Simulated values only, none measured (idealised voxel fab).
The name of this process module is voxel released beams.
Each square cell in cross-section cut measures 5 nm, and the section as a whole is 290 nm wide.
Think of the cross-section as a grid of square cells. We describe it in bands, top to bottom, and each band covers one or more rows of those cells.
Heights first: top, then bottom, in nm. Then materials, left to right, each with a width in nm. "full width" on a single material: fills the band edge to edge. "empty": empty space.
The reference from which all heights are counted is 0, the level beneath which the as-received wafer is entirely one material; the lowest band, having no lower bound, proceeds downward and is written after the example "0 and below".
Quick explanation for "30..40": the width changes in equal steps down the rows of cells, from the first number in the band's top row to the second number in its bottom row.
For the purposes of this document, the phrase "no alteration" attached to a step denotes that no cell within the cross-section was modified by that step.
Enclosed cavity list: empty space of 8 cells or more with no open way to the top, each as width x height at its distance from the left edge, in nm
Whatever follows a step's settings on its line is a remark the simulator itself makes about that step.
"overlay nm", when on a step's line for a step with a mask, measures how far to the right of its planned place the mask lay; a negative measure means to the left.
These are the steps we planned for the process:
1 RECEIVE with material Si
2 CONFORMAL_DEP with material SiN, thk nm 5
3 DIRECTIONAL_DEP with material SiO2, thk nm 10
4 DIRECTIONAL_DEP with material aC, thk nm 10
5 PATTERN with tone open, mask id ANCHOR, material resist, width nm 40, thk nm 25, overlay nm 0
6 DIRECTIONAL_ETCH with etch materials aC, depth nm 10
7 STRIP with etch materials resist
8 DIRECTIONAL_ETCH with etch materials SiO2, depth nm 10
9 STRIP with etch materials aC
10 CONFORMAL_DEP with material W, thk nm 15
11 MASKED_ETCH with tone cover, mask id BEAM, width nm 120, etch materials W, depth nm 15, overlay nm 0
12 STRIP with etch materials SiO2
Below: the first of two wafers, run as planned:
Wafer cross-section on receipt, i.e. after step 1:
> 0 and below | Si full width
> Enclosed cavity list: none
Cross-sectional representation of the wafer at the conclusion of step 2:
> 5 down to 0 | SiN full width
> Note: structure below 0 unchanged.
Cross-sectional representation of the wafer at the conclusion of step 3:
> 15 down to 5 | SiO2 full width
> Note: structure below 5 unchanged.
Cross-sectional representation of the wafer at the conclusion of step 4:
> 25 down to 15 | aC full width
> Note: structure below 15 unchanged.
Cross-sectional representation of the wafer at the conclusion of step 5:
> 50 down to 25 | resist=85 | empty=40 | resist=165
> Note: structure below 25 unchanged.
Cross-sectional representation of the wafer at the conclusion of step 6:
> 40 down to 25 | resist=85 | empty=40 | resist=165
> 25 down to 15 | aC=85 | empty=40 | aC=165
> Note: structure below 15 unchanged.
Cross-sectional representation of the wafer at the conclusion of step 7:
> 25 down to 15 | aC=85 | empty=40 | aC=165
> Note: structure below 15 unchanged.
Cross-sectional representation of the wafer at the conclusion of step 8:
> 25 down to 15 | aC=85 | empty=40 | aC=165
> 15 down to 5 | SiO2=85 | empty=40 | SiO2=165
> Note: structure below 5 unchanged.
Cross-sectional representation of the wafer at the conclusion of step 9:
> 15 down to 5 | SiO2=85 | empty=40 | SiO2=165
> Note: structure below 5 unchanged.
Cross-sectional representation of the wafer at the conclusion of step 10:
> 30 down to 20 | W=100 | empty=10 | W=180
> 20 down to 15 | W full width
> 15 down to 5 | SiO2=85 | W=40 | SiO2=165
> Note: structure below 5 unchanged.
Cross-sectional representation of the wafer at the conclusion of step 11:
> 30 down to 20 | empty=80 | W=20 | empty=10 | W=90 | empty=90
> 20 down to 15 | empty=80 | W=120 | empty=90
> Note: structure below 15 unchanged.
Cross-sectional representation of the wafer at the conclusion of step 12:
> 30 down to 20 | empty=80 | W=20 | empty=10 | W=90 | empty=90
> 20 down to 15 | empty=80 | W=120 | empty=90
> 15 down to 5 | empty=85 | W=40 | empty=165
> Note: structure below 5 unchanged.
Wafer two. Same start, same plan, one slip in execution. Same as wafer one through step 10, inclusive:
Cross-section, second wafer, at the end time the plan gives for step 11:
> 30 down to 15 | W=80 | empty=120 | W=90
> 15 down to 5 | SiO2=85 | W=15 | empty=10 | W=15 | SiO2=165
> Note: structure below 5 unchanged.
Cross-section, second wafer, at the end time the plan gives for step 12:
> 15 down to 5 | empty=85 | W=15 | empty=10 | W=15 | empty=165
> Note: structure below 5 unchanged.
Misprocessing identified: note that step 11 departed from the planned setting and was carried out as MASKED_ETCH with tone open, mask id BEAM, width nm 120, etch materials W, depth nm 15, overlay nm 0
Count the cells at the end and the second wafer has more or fewer of some materials than the first: 72 fewer of W
